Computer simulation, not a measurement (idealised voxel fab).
Proc. module: voxel gate over fins
Cross-section cut spans 265 nm and uses square cells 5 nm in size.
This document writes a cross-section as a grid whose cells are square, and gives it as bands, listed from the top down; one or more rows of cells form a band.
Per band: top height and bottom height in nm, followed by the left-to-right materials and their widths in nm; "everywhere" marks a single material spanning edge to edge, "blank" marks empty space.
Height datum 0, below which the as-received substrate wafer is one material. Lowest band open at the bottom, running downward: "0 down".
It should be noted that a width expressed as "30 to 40" varies in equal increments from row to row of cells within the band, taking the value of the first number at the top row and that of the second number at the bottom row.
"changes: none" after a step means that no cell of the cross-section changed.
The list in "Enclosed cavity list" covers empty spaces of 8 cells or more that cannot reach the top through any open way, and it gives each as width x height at distance; the distance is from the left edge, and width, height and distance are in nm.
Formally, on a step line, whatever follows the settings is a remark that the simulator itself makes on the step.
"overlay nm" answers the question of how far to the right of plan the mask lay on a step that has a mask, and when it is negative the answer is to the left.

Set out below are the planned steps of the process:
1: RECEIVE with material Si
2: CONFORMAL_DEP with material SiN, thk nm 5
3: DIRECTIONAL_DEP with material aC, thk nm 15
4: PATTERN with tone cover, mask id FINS, material resist, width nm 15, pitch nm 40, thk nm 35, overlay nm 0
5: DIRECTIONAL_ETCH with etch materials aC, depth nm 15
6: STRIP with etch materials resist
7: DIRECTIONAL_ETCH with etch materials SiN, depth nm 5
8: DIRECTIONAL_ETCH with etch materials Si, depth nm 40
9: STRIP with etch materials aC
10: FILL_DEP with material SiO2, thk nm 10
11: CMP with height nm 5
12: SELECTIVE_ETCH with etch materials SiO2, depth nm 15
13: STRIP with etch materials SiN
14: CONFORMAL_DEP with material HfO2, thk nm 5
15: CONFORMAL_DEP with material TiN, thk nm 5
16: FILL_DEP with material W, thk nm 15
17: CMP with height nm 20
18: CONFORMAL_DEP with material SiCN, thk nm 5

Here's what the wafer looked like in cross-section when it arrived - that's after step 1:
* 0 down | Si everywhere
* Enclosed cavity list: none

Here's the cross-section of the first of our two wafers at the end of the module - it ran as planned:
* 25 to 20 | SiCN everywhere
* 20 to 10 | W everywhere
* 10 to 5 | 95 W  35 TiN  5 W  35 TiN  95 W
* 5 to 0 | 95 W  5 TiN  25 HfO2  5 TiN  5 W  5 TiN  25 HfO2  5 TiN  95 W
* 0 to -5 | 100 TiN  5 HfO2  15 Si  5 HfO2  15 TiN  5 HfO2  15 Si  5 HfO2  100 TiN
* -5 to -10 | 105 HfO2  15 Si  25 HfO2  15 Si  105 HfO2
* -10 to -40 | 105 SiO2  15 Si  25 SiO2  15 Si  105 SiO2
* -40 down | Si everywhere
* Enclosed cavity list: none

Second wafer cross-section at end of module - shared start and plan with the first, one mistake in the run:
* 25 to 20 | SiCN everywhere
* 20 to 5 | W everywhere
* 5 to 0 | 95 W  35 TiN  5 W  35 TiN  95 W
* 0 to -5 | 95 W  5 TiN  25 HfO2  5 TiN  5 W  5 TiN  25 HfO2  5 TiN  95 W
* -5 to -10 | 95 W  5 TiN  5 HfO2  15 Si  5 HfO2  5 TiN  5 W  5 TiN  5 HfO2  15 Si  5 HfO2  5 TiN  95 W
* -10 to -15 | 100 TiN  5 HfO2  15 Si  5 HfO2  15 TiN  5 HfO2  15 Si  5 HfO2  100 TiN
* -15 to -20 | 105 HfO2  15 Si  25 HfO2  15 Si  105 HfO2
* -20 to -40 | 105 SiO2  15 Si  25 SiO2  15 Si  105 SiO2
* -40 down | Si everywhere
* Enclosed cavity list: none
Where did the run depart from the plan? step 11 ran differently from the plan; actual operation with settings: CMP with height nm -5
In the final state, the cell counts of the second wafer exceed or fall short of those of the first for the following materials: +4 HfO2 | -6 Si | -94 SiO2 | +4 TiN | +92 W
